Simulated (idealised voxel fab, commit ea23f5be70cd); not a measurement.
Title: Process Module voxel capacitor over wiring
The cross-section on display is named cut; it measures 295 nm wide, and its cells are 5 nm squares.
Heads up, the way a cross-section reads in here is a grid of square cells, handed over as bands from the top down, with every band being one or more rows of cells.
Quick guide to a band line: top height, bottom height (nm) up front; then every material left to right with its width in nm. Only one material and it's marked "all across"? Then it fills the band edge to edge. And "air" just means empty space.
All heights in this document are referenced to 0, defined as the level beneath which the wafer, as received, consists entirely of one material. The lowest band is not bounded below; it extends indefinitely downward and is written in the form "0 down".
Width "30..40": first value at the band's top row of cells, second value at its bottom row, equal change from row to row.
The cross-section has no changed cell in any step marked "nothing different".
Enclosed voids (no open way to top), threshold 8 cells or more, entry "Enclosed cavity list", notation width x height at distance, distance from left edge, nm.
If you see something after the settings on a step's line, that's the simulator's own remark about that step.
overlay nm: mask right of planned place by this much (step with mask). Neg. = left.
**The following list gives the planned process steps**
1,RECEIVE | material Si
2,CONFORMAL_DEP | material SiO2 | thk nm 10
3,CONFORMAL_DEP | material SiN | thk nm 5
4,DIRECTIONAL_DEP | material SiO2 | thk nm 20
5,PATTERN | tone open | mask id METAL_1 | material resist | width nm 20 | pitch nm 90 | thk nm 15 | overlay nm 0
6,DIRECTIONAL_ETCH | etch materials SiO2 | depth nm 20
7,DIRECTIONAL_ETCH | etch materials SiN | depth nm 5
8,STRIP | etch materials resist
9,CONFORMAL_DEP | material TiN | thk nm 5
10,FILL_DEP | material W | thk nm 5
11,CMP | height nm 35
12,CONFORMAL_DEP | material SiCN | thk nm 5
13,DIRECTIONAL_DEP | material lowk | thk nm 10
14,PATTERN | tone open | mask id PLUG_1 | material resist | width nm 15 | thk nm 15 | overlay nm 0
15,DIRECTIONAL_ETCH | etch materials lowk | depth nm 10
16,DIRECTIONAL_ETCH | etch materials SiCN | depth nm 5
17,STRIP | etch materials resist
18,CONFORMAL_DEP | material TiN | thk nm 5
19,FILL_DEP | material W | thk nm 10
20,CMP | height nm 50
21,DIRECTIONAL_DEP | material TiN | thk nm 10
22,DIRECTIONAL_DEP | material Al2O3 | thk nm 5
23,DIRECTIONAL_DEP | material TiN | thk nm 5
24,DIRECTIONAL_DEP | material aC | thk nm 15
25,PATTERN | tone cover | mask id UPPER_PLATE | material resist | width nm 75 | thk nm 35 | overlay nm 0
26,DIRECTIONAL_ETCH | etch materials aC | depth nm 15
27,STRIP | etch materials resist
28,DIRECTIONAL_ETCH | etch materials TiN | depth nm 5
29,DIRECTIONAL_ETCH | etch materials Al2O3 | depth nm 5
30,STRIP | etch materials aC
31,PATTERN | tone cover | mask id LOWER_PLATE | material resist | width nm 85 | thk nm 20 | overlay nm 0
32,DIRECTIONAL_ETCH | etch materials TiN | depth nm 10
33,STRIP | etch materials resist
34,FILL_DEP | material SiO2 | thk nm 20
35,CMP | height nm 85
36,PATTERN | tone open | mask id PLUG_2 | material resist | width nm 15 | thk nm 20 | overlay nm 0
37,DIRECTIONAL_ETCH | etch materials SiO2 | depth nm 15
38,STRIP | etch materials resist
39,CONFORMAL_DEP | material TiN | thk nm 5
40,FILL_DEP | material W | thk nm 10
41,CMP | height nm 85
42,CONFORMAL_DEP | material SiN | thk nm 5
**Incoming wafer, cross-sectional view, post step 1**
	0 down: Si all across
	Enclosed cavity list: none
**Result of the module, cross-sectioned: start per above, plan per above, one error in how it was run**
	90 to 85: SiN all across
	85 to 75: 105 of SiO2  5 of TiN  5 of W  5 of TiN  175 of SiO2
	75 to 70: 105 of SiO2  15 of TiN  175 of SiO2
	70 to 65: 95 of SiO2  75 of Al2O3  125 of SiO2
	65 to 55: 90 of SiO2  85 of TiN  120 of SiO2
	55 to 50: TiN all across
	50 to 40: 95 of lowk  5 of TiN  5 of W  5 of TiN  185 of lowk
	40 to 35: 95 of SiCN  15 of TiN  185 of SiCN
	35 to 15: 90 of SiO2  5 of TiN  10 of W  5 of TiN  70 of SiO2  5 of TiN  10 of W  5 of TiN  95 of SiO2
	15 to 10: 90 of SiN  20 of TiN  70 of SiN  20 of TiN  95 of SiN
	10 to 0: SiO2 all across
	0 down: Si all across
	Enclosed cavity list: none
Here's what went sideways: order of steps 22 and 23 inverted relative to the plan
